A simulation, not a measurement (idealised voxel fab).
Herein follows the process module entitled voxel capacitor over wiring.
In the cross-section labelled cut, the width is 220 nm and each square cell is 5 nm.
Square cells in a grid make up a cross-section in this document, and the grid is given as bands, listed from the top down, each one or more rows of cells. Per band: top height and bottom height in nm, followed by the left-to-right materials and their widths in nm; "throughout" marks a single material spanning edge to edge, "empty" marks empty space. Counting heights begins at 0, where everything beneath is, in the wafer as received, one material. The lowest band has no bottom; it goes on downwards, as "0 -> down" shows. Width: "30..40" (first number = top row, second number = bottom row, same change from row to row of cells). "nothing got changed" after a step means that no cell of the cross-section changed. Reported under the label "Trapped voids" are the empty spaces having no open way to the top and comprising 8 cells or more; the notation for each is width x height at distance, in which the distance is measured from the left edge and all three values are in nm. It should be noted that, on the line of a given step, the content following the step's settings is a remark produced by the simulator itself with respect to that step. If you see "overlay nm" on a step's line and that step has a mask, it's telling you how far right of where it was planned the mask ended up; a negative number means it went left instead.
# Below is the list of planned process steps
1,op RECEIVE | material Si
2,op CONFORMAL_DEP | material SiO2 | thk nm 15
3,op CONFORMAL_DEP | material SiN | thk nm 5
4,op DIRECTIONAL_DEP | material SiO2 | thk nm 25
5,op MASKED_ETCH | tone open | mask id METAL_1 | width nm 20 | pitch nm 80 | etch materials SiO2 | depth nm 25 | overlay nm 0
6,op MASKED_ETCH | tone open | mask id METAL_1 | width nm 20 | pitch nm 80 | etch materials SiN | depth nm 5 | overlay nm 0
7,op CONFORMAL_DEP | material TiN | thk nm 5
8,op FILL_DEP | material Ru | thk nm 10
9,op CMP | height nm 45
10,op EPI | material Ru | thk nm 5
11,op FILL_DEP | material SiCN | thk nm 5
12,op DIRECTIONAL_DEP | material lowk | thk nm 10
13,op MASKED_ETCH | tone open | mask id PLUG_1 | width nm 15 | etch materials lowk | depth nm 10 | overlay nm 0
14,op MASKED_ETCH | tone open | mask id PLUG_1 | width nm 15 | etch materials SiCN | depth nm 5 | overlay nm 0
15,op EPI | material Ru | thk nm 10
16,op EPI | material Ru | thk nm 5
17,op DIRECTIONAL_DEP | material TiN | thk nm 10
18,op DIRECTIONAL_DEP | material Al2O3 | thk nm 5
19,op DIRECTIONAL_DEP | material TiN | thk nm 10
20,op PATTERN | tone cover | mask id UPPER_PLATE | material resist | width nm 65 | thk nm 20 | overlay nm 0
21,op DIRECTIONAL_ETCH | etch materials TiN | depth nm 10
22,op DIRECTIONAL_ETCH | etch materials Al2O3 | depth nm 5
23,op STRIP | etch materials resist
24,op DIRECTIONAL_DEP | material aC | thk nm 15
25,op PATTERN | tone cover | mask id LOWER_PLATE | material resist | width nm 75 | thk nm 30 | overlay nm 0
26,op DIRECTIONAL_ETCH | etch materials aC | depth nm 15
27,op STRIP | etch materials resist
28,op DIRECTIONAL_ETCH | etch materials TiN | depth nm 10
29,op STRIP | etch materials aC
30,op FILL_DEP | material SiO2 | thk nm 15
31,op CMP | height nm 100
32,op DIRECTIONAL_DEP | material aC | thk nm 15
33,op PATTERN | tone open | mask id PLUG_2 | material resist | width nm 15 | thk nm 35 | overlay nm 0
34,op DIRECTIONAL_ETCH | etch materials aC | depth nm 15
35,op STRIP | etch materials resist
36,op DIRECTIONAL_ETCH | etch materials SiO2 | depth nm 10
37,op STRIP | etch materials aC
38,op CONFORMAL_DEP | material TiN | thk nm 5
39,op FILL_DEP | material Ru | thk nm 5
40,op CMP | height nm 100
41,op CONFORMAL_DEP | material SiN | thk nm 5
# So this is the incoming wafer in cross-section - it's already been through step 1
  0 -> down | Si throughout
  Trapped voids: none
# Same starting wafer, same plan as above, one mistake in the execution; this is the cross-section at the end of the module
  105 -> 100 | SiN throughout
  100 -> 95 | 75 nm SiO2 / 5 nm TiN / 5 nm Ru / 5 nm TiN / 130 nm SiO2
  95 -> 90 | 75 nm SiO2 / 15 nm TiN / 130 nm SiO2
  90 -> 80 | 60 nm SiO2 / 60 nm TiN / 100 nm SiO2
  80 -> 75 | 55 nm SiO2 / 65 nm Al2O3 / 100 nm SiO2
  75 -> 65 | 55 nm SiO2 / 80 nm TiN / 85 nm SiO2
  65 -> 55 | 65 nm lowk / 15 nm Ru / 140 nm lowk
  55 -> 50 | 65 nm SiCN / 15 nm Ru / 140 nm SiCN
  50 -> 45 | 55 nm SiCN / 30 nm Ru / 50 nm SiCN / 30 nm Ru / 55 nm SiCN
  45 -> 20 | 60 nm SiO2 / 5 nm TiN / 10 nm Ru / 5 nm TiN / 60 nm SiO2 / 5 nm TiN / 10 nm Ru / 5 nm TiN / 60 nm SiO2
  20 -> 15 | 60 nm SiN / 20 nm TiN / 60 nm SiN / 20 nm TiN / 60 nm SiN
  15 -> 0 | SiO2 throughout
  0 -> down | Si throughout
  Trapped voids: none
The mistake made against the process plan was this: planned and actual differ for step 20; actual: op PATTERN | tone cover | mask id UPPER_PLATE | material resist | width nm 65 | thk nm 20 | overlay nm -10
